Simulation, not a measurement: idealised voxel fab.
Process module in this document: voxel air gaps
Section cut is 235 nm wide and gridded with 5 nm square cells.
Just so we're on the same page, the cross-sections are grids of square cells, and they're listed out in bands top to bottom, each band one or more rows deep. Look at the band entry: it leads with the top's height and the bottom's height in nm. Then it lists the materials left to right, with a width in nm for each. The word "throughout" on a single material says that material fills the band edge to edge. The word "blank" is empty space. Height datum 0, below which the as-received substrate wafer is one material. Lowest band open at the bottom, running downward: "0 and below". A width given as "30..40" starts at the first number in the band's top row and ends at the second number in its bottom row, shifting by an equal amount at every step from row to row. Take "remained the same" at face value: in the step it is given for, the cross-section changed in none of its cells. Each empty space that has no open way to the top and spans at least 8 cells appears under "Tabulated closed voids" as width x height at distance, the distance counted from the left edge, all in nm. Formally, on a step line, whatever follows the settings is a remark that the simulator itself makes on the step. The setting "overlay nm" may be written on the line of a step. When the step uses a mask, the value reports how far to the right of the planned place the mask lay, and a negative value reports that it lay to the left.

### These are the steps we planned for the process
1,RECEIVE | material Si
2,CONFORMAL_DEP | material SiO2 | thk nm 15
3,CONFORMAL_DEP | material SiCN | thk nm 5
4,DIRECTIONAL_DEP | material SiO2 | thk nm 35
5,MASKED_ETCH | tone open | mask id LINES | width nm 25 | pitch nm 50 | etch materials SiO2 | depth nm 35 | overlay nm 0
6,CONFORMAL_DEP | material TiN | thk nm 5
7,FILL_DEP | material W | thk nm 10
8,CMP | height nm 55
9,EPI | material Ru | thk nm 10
10,SELECTIVE_ETCH | etch materials SiO2 | depth nm 45
11,CONFORMAL_DEP | material SiCN | thk nm 5

### Incoming wafer in cross-section (state: after step 1)
0 and below  Si throughout
Tabulated closed voids: none

### As-planned run: cross-section of the first of two wafers at end of module
70 down to 65  blank 40, then SiCN 155, then blank 40
65 down to 55  blank 40, then SiCN 5, then Ru 45, then SiCN 5, then Ru 45, then SiCN 5, then Ru 45, then SiCN 5, then blank 40
55 down to 50  blank 40, then SiCN 15, then TiN 5, then W 15, then TiN 5, then SiCN 25, then TiN 5, then W 15, then TiN 5, then SiCN 25, then TiN 5, then W 15, then TiN 5, then SiCN 15, then blank 40
50 down to 25  blank 50, then SiCN 5, then TiN 5, then W 15, then TiN 5, then SiCN 5, then blank 15, then SiCN 5, then TiN 5, then W 15, then TiN 5, then SiCN 5, then blank 15, then SiCN 5, then TiN 5, then W 15, then TiN 5, then SiCN 5, then blank 50
25 down to 20  SiCN 55, then TiN 25, then SiCN 25, then TiN 25, then SiCN 25, then TiN 25, then SiCN 55
20 down to 15  SiCN throughout
15 down to 0  SiO2 throughout
0 and below  Si throughout
Tabulated closed voids: 15 x 25 at 85; 15 x 25 at 135

### Cross-sectional view: second of two wafers, end of module; start and plan identical to the first, one mistake in running
70 down to 65  blank 40, then W 155, then blank 40
65 down to 55  blank 40, then W 5, then Ru 45, then W 5, then Ru 45, then W 5, then Ru 45, then W 5, then blank 40
55 down to 50  blank 40, then W 15, then TiN 5, then W 15, then TiN 5, then W 25, then TiN 5, then W 15, then TiN 5, then W 25, then TiN 5, then W 15, then TiN 5, then W 15, then blank 40
50 down to 25  blank 50, then W 5, then TiN 5, then W 15, then TiN 5, then W 5, then blank 15, then W 5, then TiN 5, then W 15, then TiN 5, then W 5, then blank 15, then W 5, then TiN 5, then W 15, then TiN 5, then W 5, then blank 50
25 down to 20  W 55, then TiN 25, then W 25, then TiN 25, then W 25, then TiN 25, then W 55
20 down to 15  SiCN throughout
15 down to 0  SiO2 throughout
0 and below  Si throughout
Tabulated closed voids: 15 x 25 at 85; 15 x 25 at 135
Which mistake was made when the wafer was run? step 11 was run on a setting that differed from the plan, and what really ran there is CONFORMAL_DEP | material W | thk nm 5
It is noted that, at the conclusion of processing, the second wafer exhibits a higher or lower cell count for certain materials relative to the first: -117 SiCN | +117 W
